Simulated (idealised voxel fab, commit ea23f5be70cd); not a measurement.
You're looking at the process module voxel gate over fins.
The cross-section shown here is cut; it is 210 nm wide and divided into square cells measuring 5 nm on a side.
Cross-section, as written here: a square-cell grid given band by band from the top down, where a band holds one or more rows of cells. Band: top height; bottom height; in nm. Then, left to right: material with width in nm, for each material. "full width": a single material spanning edge to edge. "empty": empty space. It should be noted that heights are counted from 0, beneath which the wafer as supplied is of one material throughout, and that the lowest band possesses no lower boundary but continues downward, as written in "z 0 and below". Read "30 to 40" as a graded width: first number on top, second number at the bottom, same change between each pair of neighbouring rows. Take "identical to before" at face value: in the step it is given for, the cross-section changed in none of its cells. So "Sealed void list" is basically the list of trapped voids: any empty space of 8 cells or more that can't reach the top through an opening. They're written width x height at distance, the distance being from the left edge, and it's all nm. On a step's line, text after the settings is the simulator commenting on that step. A step's line can hold "overlay nm"; with a mask on that step, the setting says how far right of the planned place the mask lay, while a negative setting says it lay to the left.
# Below is the list of planned process steps
1) RECEIVE: material Si
2) CONFORMAL_DEP: material SiN, thk nm 10
3) DIRECTIONAL_DEP: material aC, thk nm 10
4) PATTERN: tone cover, mask id FINS, material resist, width nm 15, pitch nm 55, thk nm 30, overlay nm 0
5) DIRECTIONAL_ETCH: etch materials aC, depth nm 10
6) STRIP: etch materials resist
7) DIRECTIONAL_ETCH: etch materials SiN, depth nm 10
8) DIRECTIONAL_ETCH: etch materials Si, depth nm 35
9) STRIP: etch materials aC
10) FILL_DEP: material SiO2, thk nm 15
11) CMP: height nm 10
12) DIRECTIONAL_DEP: material aC, thk nm 10
13) PATTERN: tone open, mask id RAIL, material resist, width nm 15, thk nm 25, overlay nm 0
14) DIRECTIONAL_ETCH: etch materials aC, depth nm 10
15) STRIP: etch materials resist
16) DIRECTIONAL_ETCH: etch materials SiO2, depth nm 40
17) STRIP: etch materials aC
18) CONFORMAL_DEP: material TiN, thk nm 5
19) FILL_DEP: material W, thk nm 10
20) CMP: height nm 10
21) SELECTIVE_ETCH: etch materials W Ru TiN, depth nm 30
22) FILL_DEP: material SiO2, thk nm 5
23) CMP: height nm 10
24) SELECTIVE_ETCH: etch materials SiO2, depth nm 20
25) STRIP: etch materials SiN
26) CONFORMAL_DEP: material HfO2, thk nm 5
27) CONFORMAL_DEP: material TiN, thk nm 5
28) CONFORMAL_DEP: material TiAl, thk nm 5
29) CONFORMAL_DEP: material TiN, thk nm 5
30) FILL_DEP: material W, thk nm 15
31) CMP: height nm 30
32) CONFORMAL_DEP: material SiCN, thk nm 10
# First of the two wafers, run per plan
# So this is the incoming wafer in cross-section - it's already been through step 1
    z 0 and below | Si full width
    Sealed void list: none
# After step 2: wafer cross-section
    z 10 to 0 | SiN full width
    below 0: unchanged
# After step 3: wafer cross-section
    z 20 to 10 | aC full width
    below 10: unchanged
# After step 4: wafer cross-section
    z 50 to 20 | empty 40 nm  resist 15 nm  empty 40 nm  resist 15 nm  empty 40 nm  resist 15 nm  empty 45 nm
    below 20: unchanged
# After step 5: wafer cross-section
    z 40 to 20 | empty 40 nm  resist 15 nm  empty 40 nm  resist 15 nm  empty 40 nm  resist 15 nm  empty 45 nm
    z 20 to 10 | empty 40 nm  aC 15 nm  empty 40 nm  aC 15 nm  empty 40 nm  aC 15 nm  empty 45 nm
    below 10: unchanged
# After step 6: wafer cross-section
    z 20 to 10 | empty 40 nm  aC 15 nm  empty 40 nm  aC 15 nm  empty 40 nm  aC 15 nm  empty 45 nm
    below 10: unchanged
# After step 7: wafer cross-section
    z 20 to 10 | empty 40 nm  aC 15 nm  empty 40 nm  aC 15 nm  empty 40 nm  aC 15 nm  empty 45 nm
    z 10 to 0 | empty 40 nm  SiN 15 nm  empty 40 nm  SiN 15 nm  empty 40 nm  SiN 15 nm  empty 45 nm
    below 0: unchanged
# After step 8: wafer cross-section
    z 20 to 10 | empty 40 nm  aC 15 nm  empty 40 nm  aC 15 nm  empty 40 nm  aC 15 nm  empty 45 nm
    z 10 to 0 | empty 40 nm  SiN 15 nm  empty 40 nm  SiN 15 nm  empty 40 nm  SiN 15 nm  empty 45 nm
    z 0 to -35 | empty 40 nm  Si 15 nm  empty 40 nm  Si 15 nm  empty 40 nm  Si 15 nm  empty 45 nm
    below -35: unchanged
# After step 9: wafer cross-section
    z 10 to 0 | empty 40 nm  SiN 15 nm  empty 40 nm  SiN 15 nm  empty 40 nm  SiN 15 nm  empty 45 nm
    below 0: unchanged
# After step 10: wafer cross-section
    z 25 to 10 | SiO2 full width
    z 10 to 0 | SiO2 40 nm  SiN 15 nm  SiO2 40 nm  SiN 15 nm  SiO2 40 nm  SiN 15 nm  SiO2 45 nm
    z 0 to -35 | SiO2 40 nm  Si 15 nm  SiO2 40 nm  Si 15 nm  SiO2 40 nm  Si 15 nm  SiO2 45 nm
    below -35: unchanged
# After step 11: wafer cross-section
    z 10 to 0 | SiO2 40 nm  SiN 15 nm  SiO2 40 nm  SiN 15 nm  SiO2 40 nm  SiN 15 nm  SiO2 45 nm
    below 0: unchanged
# After step 12: wafer cross-section
    z 20 to 10 | aC full width
    below 10: unchanged
# After step 13: wafer cross-section
    z 45 to 20 | resist 65 nm  empty 15 nm  resist 130 nm
    below 20: unchanged
# After step 14: wafer cross-section
    z 35 to 20 | resist 65 nm  empty 15 nm  resist 130 nm
    z 20 to 10 | aC 65 nm  empty 15 nm  aC 130 nm
    below 10: unchanged
# After step 15: wafer cross-section
    z 20 to 10 | aC 65 nm  empty 15 nm  aC 130 nm
    below 10: unchanged
# After step 16: wafer cross-section
    z 20 to 10 | aC 65 nm  empty 15 nm  aC 130 nm
    z 10 to 0 | SiO2 40 nm  SiN 15 nm  SiO2 10 nm  empty 15 nm  SiO2 15 nm  SiN 15 nm  SiO2 40 nm  SiN 15 nm  SiO2 45 nm
    z 0 to -30 | SiO2 40 nm  Si 15 nm  SiO2 10 nm  empty 15 nm  SiO2 15 nm  Si 15 nm  SiO2 40 nm  Si 15 nm  SiO2 45 nm
    below -30: unchanged
# After step 17: wafer cross-section
    z 10 to 0 | SiO2 40 nm  SiN 15 nm  SiO2 10 nm  empty 15 nm  SiO2 15 nm  SiN 15 nm  SiO2 40 nm  SiN 15 nm  SiO2 45 nm
    below 0: unchanged
# After step 18: wafer cross-section
    z 15 to 10 | TiN 70 nm  empty 5 nm  TiN 135 nm
    z 10 to 0 | SiO2 40 nm  SiN 15 nm  SiO2 10 nm  TiN 5 nm  empty 5 nm  TiN 5 nm  SiO2 15 nm  SiN 15 nm  SiO2 40 nm  SiN 15 nm  SiO2 45 nm
    z 0 to -25 | SiO2 40 nm  Si 15 nm  SiO2 10 nm  TiN 5 nm  empty 5 nm  TiN 5 nm  SiO2 15 nm  Si 15 nm  SiO2 40 nm  Si 15 nm  SiO2 45 nm
    z -25 to -30 | SiO2 40 nm  Si 15 nm  SiO2 10 nm  TiN 15 nm  SiO2 15 nm  Si 15 nm  SiO2 40 nm  Si 15 nm  SiO2 45 nm
    below -30: unchanged
# After step 19: wafer cross-section
    z 25 to 15 | W full width
    z 15 to 10 | TiN 70 nm  W 5 nm  TiN 135 nm
    z 10 to 0 | SiO2 40 nm  SiN 15 nm  SiO2 10 nm  TiN 5 nm  W 5 nm  TiN 5 nm  SiO2 15 nm  SiN 15 nm  SiO2 40 nm  SiN 15 nm  SiO2 45 nm
    z 0 to -25 | SiO2 40 nm  Si 15 nm  SiO2 10 nm  TiN 5 nm  W 5 nm  TiN 5 nm  SiO2 15 nm  Si 15 nm  SiO2 40 nm  Si 15 nm  SiO2 45 nm
    below -25: unchanged
# After step 20: wafer cross-section
    z 10 to 0 | SiO2 40 nm  SiN 15 nm  SiO2 10 nm  TiN 5 nm  W 5 nm  TiN 5 nm  SiO2 15 nm  SiN 15 nm  SiO2 40 nm  SiN 15 nm  SiO2 45 nm
    below 0: unchanged
# After step 21: wafer cross-section
    z 10 to 0 | SiO2 40 nm  SiN 15 nm  SiO2 10 nm  empty 15 nm  SiO2 15 nm  SiN 15 nm  SiO2 40 nm  SiN 15 nm  SiO2 45 nm
    z 0 to -20 | SiO2 40 nm  Si 15 nm  SiO2 10 nm  empty 15 nm  SiO2 15 nm  Si 15 nm  SiO2 40 nm  Si 15 nm  SiO2 45 nm
    below -20: unchanged
# After step 22: wafer cross-section
    z 15 to 10 | SiO2 full width
    z 10 to 0 | SiO2 40 nm  SiN 15 nm  SiO2 40 nm  SiN 15 nm  SiO2 40 nm  SiN 15 nm  SiO2 45 nm
    z 0 to -20 | SiO2 40 nm  Si 15 nm  SiO2 40 nm  Si 15 nm  SiO2 40 nm  Si 15 nm  SiO2 45 nm
    below -20: unchanged
# After step 23: wafer cross-section
    z 10 to 0 | SiO2 40 nm  SiN 15 nm  SiO2 40 nm  SiN 15 nm  SiO2 40 nm  SiN 15 nm  SiO2 45 nm
    below 0: unchanged
# After step 24: wafer cross-section
    z 10 to 0 | empty 40 nm  SiN 15 nm  empty 40 nm  SiN 15 nm  empty 40 nm  SiN 15 nm  empty 45 nm
    z 0 to -10 | empty 40 nm  Si 15 nm  empty 40 nm  Si 15 nm  empty 40 nm  Si 15 nm  empty 45 nm
    below -10: unchanged
# After step 25: wafer cross-section
    z 0 to -10 | empty 40 nm  Si 15 nm  empty 40 nm  Si 15 nm  empty 40 nm  Si 15 nm  empty 45 nm
    below -10: unchanged
# After step 26: wafer cross-section
    z 5 to 0 | empty 35 nm  HfO2 25 nm  empty 30 nm  HfO2 25 nm  empty 30 nm  HfO2 25 nm  empty 40 nm
    z 0 to -5 | empty 35 nm  HfO2 5 nm  Si 15 nm  HfO2 5 nm  empty 30 nm  HfO2 5 nm  Si 15 nm  HfO2 5 nm  empty 30 nm  HfO2 5 nm  Si 15 nm  HfO2 5 nm  empty 40 nm
    z -5 to -10 | HfO2 40 nm  Si 15 nm  HfO2 40 nm  Si 15 nm  HfO2 40 nm  Si 15 nm  HfO2 45 nm
    below -10: unchanged
# After step 27: wafer cross-section
    z 10 to 5 | empty 30 nm  TiN 35 nm  empty 20 nm  TiN 35 nm  empty 20 nm  TiN 35 nm  empty 35 nm
    z 5 to 0 | empty 30 nm  TiN 5 nm  HfO2 25 nm  TiN 5 nm  empty 20 nm  TiN 5 nm  HfO2 25 nm  TiN 5 nm  empty 20 nm  TiN 5 nm  HfO2 25 nm  TiN 5 nm  empty 35 nm
    z 0 to -5 | TiN 35 nm  HfO2 5 nm  Si 15 nm  HfO2 5 nm  TiN 30 nm  HfO2 5 nm  Si 15 nm  HfO2 5 nm  TiN 30 nm  HfO2 5 nm  Si 15 nm  HfO2 5 nm  TiN 40 nm
    below -5: unchanged
# After step 28: wafer cross-section
    z 15 to 10 | empty 25 nm  TiAl 45 nm  empty 10 nm  TiAl 45 nm  empty 10 nm  TiAl 45 nm  empty 30 nm
    z 10 to 5 | empty 25 nm  TiAl 5 nm  TiN 35 nm  TiAl 5 nm  empty 10 nm  TiAl 5 nm  TiN 35 nm  TiAl 5 nm  empty 10 nm  TiAl 5 nm  TiN 35 nm  TiAl 5 nm  empty 30 nm
    z 5 to 0 | TiAl 30 nm  TiN 5 nm  HfO2 25 nm  TiN 5 nm  TiAl 20 nm  TiN 5 nm  HfO2 25 nm  TiN 5 nm  TiAl 20 nm  TiN 5 nm  HfO2 25 nm  TiN 5 nm  TiAl 35 nm
    below 0: unchanged
# After step 29: wafer cross-section
    z 20 to 15 | empty 20 nm  TiN 165 nm  empty 25 nm
    z 15 to 10 | empty 20 nm  TiN 5 nm  TiAl 45 nm  TiN 10 nm  TiAl 45 nm  TiN 10 nm  TiAl 45 nm  TiN 5 nm  empty 25 nm
    z 10 to 5 | TiN 25 nm  TiAl 5 nm  TiN 35 nm  TiAl 5 nm  TiN 10 nm  TiAl 5 nm  TiN 35 nm  TiAl 5 nm  TiN 10 nm  TiAl 5 nm  TiN 35 nm  TiAl 5 nm  TiN 30 nm
    below 5: unchanged
# After step 30: wafer cross-section
    z 35 to 20 | W full width
    z 20 to 15 | W 20 nm  TiN 165 nm  W 25 nm
    z 15 to 10 | W 20 nm  TiN 5 nm  TiAl 45 nm  TiN 10 nm  TiAl 45 nm  TiN 10 nm  TiAl 45 nm  TiN 5 nm  W 25 nm
    below 10: unchanged
# After step 31: wafer cross-section
    z 30 to 20 | W full width
    below 20: unchanged
# After step 32: wafer cross-section
    z 40 to 30 | SiCN full width
    below 30: unchanged
# The remaining wafer, second of the two, started like the first and was run to the same plan, except that one mistake was made along the way; the two coincide through step 27, inclusive
Cross-section of the second wafer when, according to plan, step 28 should have finished: identical to before
# Cross-section of the second wafer when, according to plan, step 29 should have finished
    z 15 to 5 | empty 25 nm  TiN 45 nm  empty 10 nm  TiN 45 nm  empty 10 nm  TiN 45 nm  empty 30 nm
    z 5 to 0 | TiN 35 nm  HfO2 25 nm  TiN 30 nm  HfO2 25 nm  TiN 30 nm  HfO2 25 nm  TiN 40 nm
    below 0: unchanged
# Cross-section of the second wafer when, according to plan, step 30 should have finished
    z 30 to 15 | W full width
    z 15 to 5 | W 25 nm  TiN 45 nm  W 10 nm  TiN 45 nm  W 10 nm  TiN 45 nm  W 30 nm
    below 5: unchanged
Cross-section of the second wafer when, according to plan, step 31 should have finished: identical to before
# Cross-section of the second wafer when, according to plan, step 32 should have finished
    z 40 to 30 | SiCN full width
    below 30: unchanged
Deviation noted in wafer processing: with respect to the plan, step 28 was omitted and not executed
Counted in cells at the end, the second wafer holds more or fewer of these materials than the first: -54 TiAl, +54 W
